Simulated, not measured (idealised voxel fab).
process module | voxel released beams
cross-section cut | 255 nm wide | cells 5 nm
A cross-section is a grid of square cells, given in bands from the top down. A band is one or more rows of cells.
Each band's line starts with the height of the band's top and of its bottom, in nm. Then come its materials from left to right, each with its width in nm. One material with "throughout" fills the band from edge to edge. "air" is empty space.
Height 0 is the level under which the wafer as received is all one material. The lowest band goes on downwards, as in "0 down".
A width such as "30 to 40" changes by the same amount from each row of cells to the next, from the band's top row to its bottom row.
"no change" after a step means that no cell of the cross-section changed.
closed voids: empty space of 8 cells or more with no open way to the top, each as width x height at its distance from the left edge, in nm
after a step's settings: what the simulator itself notes on the step
overlay nm, on a step with a mask: how far to the right of its planned place the mask lay; to the left if negative
plan
1 op RECEIVE | material Si
2 op CONFORMAL_DEP | material SiN | thk nm 5
3 op DIRECTIONAL_DEP | material SiO2 | thk nm 20
4 op MASKED_ETCH | tone open | mask id ANCHOR | width nm 35 | etch materials SiO2 | depth nm 20 | overlay nm 0
5 op CONFORMAL_DEP | material W | thk nm 10
6 op DIRECTIONAL_DEP | material aC | thk nm 15
7 op PATTERN | tone cover | mask id BEAM | material resist | width nm 85 | thk nm 30 | overlay nm 0
8 op DIRECTIONAL_ETCH | etch materials aC | depth nm 5
9 op STRIP | etch materials resist
10 op DIRECTIONAL_ETCH | etch materials W | depth nm 10
11 op STRIP | etch materials aC
12 op STRIP | etch materials SiO2
varied across the wafers: depth nm of step 8. The plan shows the first wafer's value. All wafers start alike
first wafer as received, after step 1
  0 down: Si throughout
  closed voids: none
first wafer at the end, after step 12
  35 to 25: W 95 | air 15 | W 145
  25 to 15: SiO2 85 | W 10 | air 15 | W 10 | SiO2 135
  15 to 5: SiO2 85 | W 35 | SiO2 135
  5 to 0: SiN throughout
  0 down: Si throughout
  closed voids: none
last wafer at the end
  35 to 25: air 80 | W 15 | air 15 | W 55 | air 90
  25 to 15: air 85 | W 10 | air 15 | W 10 | air 135
  15 to 5: air 85 | W 35 | air 135
  5 to 0: SiN throughout
  0 down: Si throughout
  closed voids: none
each wafer at the end: cells of each material gained (+) or lost (-) since it was received, then its closed voids
depth nm 5 | +51 SiN | +176 SiO2 | +118 W | closed voids: none
depth nm 10 | +51 SiN | +176 SiO2 | +118 W | closed voids: none
depth nm 15 | +51 SiN | +50 W | closed voids: none
depth nm 20 | +51 SiN | +50 W | closed voids: none
depth nm 25 | +51 SiN | +50 W | closed voids: none
depth nm 30 | +51 SiN | +50 W | closed voids: none
